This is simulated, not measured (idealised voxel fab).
You're looking at the process module voxel air gaps.
Pictured: cross-section cut, 280 nm wide, on a grid of 5 nm square cells.
Cross-section, as written here: a square-cell grid given band by band from the top down, where a band holds one or more rows of cells. Heights first: top, then bottom, in nm. Then materials, left to right, each with a width in nm. "all across" on a single material: fills the band edge to edge. "blank": empty space. Convention: height 0 is the level below which the wafer, as received, is all one material. The lowest band does not terminate at the bottom but continues downward, represented as "top 0, no bottom". You'd read "30 to 40" like this: the band's top row of cells is as wide as the first number, its bottom row is as wide as the second, and going down, every row changes width by the same amount as the row before did. The cross-section has no changed cell in any step marked "no alteration". Empty spaces counting at least 8 cells and having no open way to the top are listed in "Sealed cavities". The notation width x height at distance is used for each, the distance being from the left edge and all three values in nm. Where a step's line continues beyond its settings, the continuation is a remark by the simulator itself on that step. Each step line may optionally specify "overlay nm", which for a step with a mask gives the rightward distance between the mask's planned place and where it lay, a negative value indicating the leftward direction.

Intended process steps:
1 RECEIVE with material Si
2 CONFORMAL_DEP with material SiO2, thk nm 10
3 CONFORMAL_DEP with material SiCN, thk nm 5
4 DIRECTIONAL_DEP with material lowk, thk nm 30
5 PATTERN with tone open, mask id LINES, material resist, width nm 20, pitch nm 45, thk nm 15, overlay nm 0
6 DIRECTIONAL_ETCH with etch materials lowk, depth nm 30
7 STRIP with etch materials resist
8 CONFORMAL_DEP with material TiN, thk nm 5
9 FILL_DEP with material Cu, thk nm 5
10 CMP with height nm 45
11 EPI with material Ru, thk nm 10
12 SELECTIVE_ETCH with etch materials lowk, depth nm 40
13 CONFORMAL_DEP with material SiCN, thk nm 5

Step 1 complete: cross-section of the wafer as received:
> top 0, no bottom | Si all across
> Sealed cavities: none

First of two wafers: cross-section at end of module, run per plan:
> top 60, bottom 55 | blank: 45, SiCN: 185, blank: 50
> top 55, bottom 45 | blank: 45, SiCN: 5, Ru: 40, SiCN: 5, Ru: 40, SiCN: 5, Ru: 40, SiCN: 5, Ru: 40, SiCN: 5, blank: 50
> top 45, bottom 40 | blank: 45, SiCN: 15, TiN: 5, Cu: 10, TiN: 5, SiCN: 25, TiN: 5, Cu: 10, TiN: 5, SiCN: 25, TiN: 5, Cu: 10, TiN: 5, SiCN: 25, TiN: 5, Cu: 10, TiN: 5, SiCN: 15, blank: 50
> top 40, bottom 20 | blank: 55, SiCN: 5, TiN: 5, Cu: 10, TiN: 5, SiCN: 5, blank: 15, SiCN: 5, TiN: 5, Cu: 10, TiN: 5, SiCN: 5, blank: 15, SiCN: 5, TiN: 5, Cu: 10, TiN: 5, SiCN: 5, blank: 15, SiCN: 5, TiN: 5, Cu: 10, TiN: 5, SiCN: 5, blank: 60
> top 20, bottom 15 | SiCN: 60, TiN: 20, SiCN: 25, TiN: 20, SiCN: 25, TiN: 20, SiCN: 25, TiN: 20, SiCN: 65
> top 15, bottom 10 | SiCN all across
> top 10, bottom 0 | SiO2 all across
> top 0, no bottom | Si all across
> Sealed cavities: 15 x 20 at 85; 15 x 20 at 130; 15 x 20 at 175

Now the second wafer, cross-sectioned at the end of the module. Nothing different at the start, nothing different in the plan compared with the first, just one mistake when it was actually run:
> top 60, bottom 55 | blank: 45, SiCN: 185, blank: 50
> top 55, bottom 45 | blank: 45, SiCN: 5, Ru: 40, SiCN: 5, Ru: 40, SiCN: 5, Ru: 40, SiCN: 5, Ru: 40, SiCN: 5, blank: 50
> top 45, bottom 40 | blank: 45, SiCN: 15, TiN: 5, Cu: 10, TiN: 5, SiCN: 25, TiN: 5, Cu: 10, TiN: 5, SiCN: 25, TiN: 5, Cu: 10, TiN: 5, SiCN: 25, TiN: 5, Cu: 10, TiN: 5, SiCN: 15, blank: 50
> top 40, bottom 20 | blank: 55, SiCN: 5, TiN: 5, Cu: 10, TiN: 5, SiCN: 5, blank: 15, SiCN: 5, TiN: 5, Cu: 10, TiN: 5, SiCN: 5, blank: 15, SiCN: 5, TiN: 5, Cu: 10, TiN: 5, SiCN: 5, blank: 15, SiCN: 5, TiN: 5, Cu: 10, TiN: 5, SiCN: 5, blank: 60
> top 20, bottom 15 | SiCN: 60, TiN: 20, SiCN: 25, TiN: 20, SiCN: 25, TiN: 20, SiCN: 25, TiN: 20, SiCN: 65
> top 15, bottom 10 | SiCN all across
> top 10, bottom 0 | Cu all across
> top 0, no bottom | Si all across
> Sealed cavities: 15 x 20 at 85; 15 x 20 at 130; 15 x 20 at 175
What was done differently from what was planned? in deviation from the planned setting, step 2 was conducted as CONFORMAL_DEP with material Cu, thk nm 10
The closing comparison, in cells, has the second wafer with more or fewer of some materials than the first: +112 Cu; -112 SiO2
